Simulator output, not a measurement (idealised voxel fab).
The process module presented herein is designated voxel quadruple lines.
Cross-sectional view cut (width: 195 nm; square cell size: 5 nm).
The cross-sections in this document take the form of a grid made of square cells. They are written out as bands, in order from top to bottom. Each band consists of one or more rows of cells. Basically the band line says how high the top is and how high the bottom is, in nm, and then what's in it from left to right, every material with its width in nm. Empty space shows up as "empty", and if a single material carries "throughout" it runs the full band edge to edge. Counting heights begins at 0, where everything beneath is, in the wafer as received, one material. The lowest band has no bottom; it goes on downwards, as "0 nm and below" shows. Width: "30 to 40" (first number = top row, second number = bottom row, same change from row to row of cells). Basically "no change occurred" means that step didn't change any cell in the cross-section. The label "Closed empty spaces" introduces a list of the empty spaces, 8 cells or larger, that have no open way up to the top; each entry in it reads width x height at distance, where the distance is taken from the left edge and all three are stated in nm. Read whatever lies past the settings on a step's line as the simulator's own remark about the step. "overlay nm" answers the question of how far to the right of plan the mask lay on a step that has a mask, and when it is negative the answer is to the left.

-- The following list gives the planned process steps
- 1: RECEIVE [material Si]
- 2: CONFORMAL_DEP [material Al2O3] [thk nm 5]
- 3: DIRECTIONAL_DEP [material W] [thk nm 10]
- 4: DIRECTIONAL_DEP [material polySi] [thk nm 15]
- 5: DIRECTIONAL_DEP [material aC] [thk nm 25]
- 6: PATTERN [tone cover] [mask id MANDREL] [material resist] [width nm 25] [thk nm 35] [overlay nm 0]
- 7: DIRECTIONAL_ETCH [etch materials aC] [depth nm 25]
- 8: STRIP [etch materials resist]
- 9: CONFORMAL_DEP [material SiO2] [thk nm 15]
- 10: DIRECTIONAL_ETCH [etch materials SiO2] [depth nm 15]
- 11: STRIP [etch materials aC]
- 12: DIRECTIONAL_ETCH [etch materials polySi] [depth nm 15]
- 13: STRIP [etch materials SiO2]
- 14: CONFORMAL_DEP [material SiCN] [thk nm 5]
- 15: DIRECTIONAL_ETCH [etch materials SiCN] [depth nm 5]
- 16: STRIP [etch materials polySi]
- 17: DIRECTIONAL_ETCH [etch materials W] [depth nm 10]
- 18: STRIP [etch materials SiCN]
- 19: FILL_DEP [material SiO2] [thk nm 5]
- 20: CMP [height nm 15]

-- Delivered wafer in cross-section: state after step 1
  0 nm and below | Si throughout
  Closed empty spaces: none

-- The cross-section shown corresponds to the wafer at the conclusion of the module. The initial structure and the process plan are those presented above; however, one mistake occurred in executing the plan
  15 nm to 10 nm | SiO2 throughout
  10 nm to 0 nm | SiO2 65 | W 5 | SiO2 15 | W 5 | SiO2 15 | W 5 | SiO2 15 | W 5 | SiO2 65
  0 nm and below | Si throughout
  Closed empty spaces: none
Deviation noted in wafer processing: yeah, step 2 of the plan got skipped, never ran
